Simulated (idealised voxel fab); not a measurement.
Process module heading - voxel wiring stack
Each square cell in cross-section cut measures 5 nm, and the section as a whole is 260 nm wide.
Heads up, the way a cross-section reads in here is a grid of square cells, handed over as bands from the top down, with every band being one or more rows of cells.
Heights first: top, then bottom, in nm. Then materials, left to right, each with a width in nm. "all across" on a single material: fills the band edge to edge. "empty": empty space.
The reference from which all heights are counted is 0, the level beneath which the as-received wafer is entirely one material; the lowest band, having no lower bound, proceeds downward and is written after the example "0 nm and below".
The width entry "30->40" should be interpreted row by row: the top row of cells in the band takes the first number, the bottom row takes the second number, and the change between adjacent rows is uniform throughout.
Basically "no alteration" means that step didn't change any cell in the cross-section.
So "Enclosed internal voids" is basically the list of trapped voids: any empty space of 8 cells or more that can't reach the top through an opening. They're written width x height at distance, the distance being from the left edge, and it's all nm.
Text after the settings on a step's line: the simulator's own remark on that step.
overlay nm: step with mask; distance mask lay right of planned place; negative value = left of planned place.

Listed below are the process steps as planned:
1. RECEIVE,material Si
2. CONFORMAL_DEP,material SiO2,thk nm 10
3. DIRECTIONAL_DEP,material TiN,thk nm 5
4. DIRECTIONAL_DEP,material W,thk nm 25
5. MASKED_ETCH,tone cover,mask id METAL_1,width nm 25,pitch nm 40,etch materials W,depth nm 25,overlay nm 0
6. MASKED_ETCH,tone cover,mask id METAL_1,width nm 25,pitch nm 40,etch materials TiN,depth nm 5,overlay nm 0
7. FILL_DEP,material lowk,thk nm 5
8. CMP,height nm 40
9. CONFORMAL_DEP,material SiCN,thk nm 5
10. DIRECTIONAL_DEP,material SiO2,thk nm 10
11. PATTERN,tone open,mask id PLUG_1,material resist,width nm 15,pitch nm 40,thk nm 15,overlay nm 0
12. DIRECTIONAL_ETCH,etch materials SiO2,depth nm 10
13. DIRECTIONAL_ETCH,etch materials SiCN,depth nm 5
14. STRIP,etch materials resist
15. CONFORMAL_DEP,material TiN,thk nm 5
16. FILL_DEP,material Ru,thk nm 10
17. CMP,height nm 55
18. DIRECTIONAL_DEP,material TiN,thk nm 5
19. DIRECTIONAL_DEP,material Ru,thk nm 25
20. DIRECTIONAL_DEP,material aC,thk nm 15
21. PATTERN,tone cover,mask id METAL_2,material resist,width nm 25,pitch nm 40,thk nm 35,overlay nm 0
22. DIRECTIONAL_ETCH,etch materials aC,depth nm 15
23. STRIP,etch materials resist
24. DIRECTIONAL_ETCH,etch materials Ru,depth nm 25
25. DIRECTIONAL_ETCH,etch materials TiN,depth nm 5
26. STRIP,etch materials aC
27. CONFORMAL_DEP,material SiCN,thk nm 5
28. FILL_DEP,material SiO2,thk nm 5
29. CMP,height nm 85
30. CONFORMAL_DEP,material SiCN,thk nm 5
31. DIRECTIONAL_DEP,material lowk,thk nm 20
32. PATTERN,tone open,mask id PLUG_2,material resist,width nm 15,pitch nm 80,thk nm 20,overlay nm 0
33. DIRECTIONAL_ETCH,etch materials lowk,depth nm 20
34. DIRECTIONAL_ETCH,etch materials SiCN,depth nm 5
35. STRIP,etch materials resist
36. CONFORMAL_DEP,material TiN,thk nm 5
37. FILL_DEP,material Ru,thk nm 5
38. CMP,height nm 110
39. CONFORMAL_DEP,material SiN,thk nm 5
40. DIRECTIONAL_DEP,material SiO2,thk nm 15
41. MASKED_ETCH,tone open,mask id METAL_3,width nm 25,pitch nm 40,etch materials SiO2,depth nm 15,overlay nm 0
42. MASKED_ETCH,tone open,mask id METAL_3,width nm 25,pitch nm 40,etch materials SiN,depth nm 5,overlay nm 0
43. CONFORMAL_DEP,material TiN,thk nm 5
44. FILL_DEP,material Cu,thk nm 5
45. CMP,height nm 130
46. CONFORMAL_DEP,material SiCN,thk nm 5

Cross-section of the wafer as it came to us, i.e., already through step 1:
	0 nm and below  Si all across
	Enclosed internal voids: none

The following cross-section depicts the wafer upon conclusion of the module. Processing commenced from the starting condition illustrated above and adhered to the plan illustrated above, save for one mistake in execution:
	135 nm to 130 nm  SiCN all across
	130 nm to 115 nm  SiO2 55, then TiN 5, then Cu 15, then TiN 5, then SiO2 15, then TiN 5, then Cu 15, then TiN 5, then SiO2 15, then TiN 5, then Cu 15, then TiN 5, then SiO2 15, then TiN 5, then Cu 15, then TiN 5, then SiO2 60
	115 nm to 110 nm  SiN 55, then TiN 25, then SiN 15, then TiN 25, then SiN 15, then TiN 25, then SiN 15, then TiN 25, then SiN 60
	110 nm to 90 nm  lowk 55, then TiN 5, then Ru 5, then TiN 5, then lowk 65, then TiN 5, then Ru 5, then TiN 5, then lowk 110
	90 nm to 85 nm  SiCN 55, then TiN 15, then SiCN 65, then TiN 15, then SiCN 110
	85 nm to 75 nm  SiO2 50, then SiCN 5, then Ru 25, then SiCN 5, then SiO2 5, then SiCN 5, then Ru 25, then SiCN 5, then SiO2 5, then SiCN 5, then Ru 25, then SiCN 5, then SiO2 5, then SiCN 5, then Ru 25, then SiCN 5, then SiO2 55
	75 nm to 70 nm  SiCN 55, then TiN 25, then SiCN 15, then TiN 25, then SiCN 15, then TiN 25, then SiCN 15, then TiN 25, then SiCN 60
	70 nm to 60 nm  Ru all across
	60 nm to 55 nm  TiN 60, then Ru 5, then TiN 35, then Ru 5, then TiN 35, then Ru 5, then TiN 35, then Ru 5, then TiN 75
	55 nm to 45 nm  SiO2 55, then TiN 5, then Ru 5, then TiN 5, then SiO2 25, then TiN 5, then Ru 5, then TiN 5, then SiO2 25, then TiN 5, then Ru 5, then TiN 5, then SiO2 25, then TiN 5, then Ru 5, then TiN 5, then SiO2 70
	45 nm to 40 nm  SiCN 55, then TiN 15, then SiCN 25, then TiN 15, then SiCN 25, then TiN 15, then SiCN 25, then TiN 15, then SiCN 70
	40 nm to 15 nm  lowk 55, then W 25, then lowk 15, then W 25, then lowk 15, then W 25, then lowk 15, then W 25, then lowk 60
	15 nm to 10 nm  lowk 55, then TiN 25, then lowk 15, then TiN 25, then lowk 15, then TiN 25, then lowk 15, then TiN 25, then lowk 60
	10 nm to 0 nm  SiO2 all across
	0 nm and below  Si all across
	Enclosed internal voids: none
Diagnosis: step 17 was left out
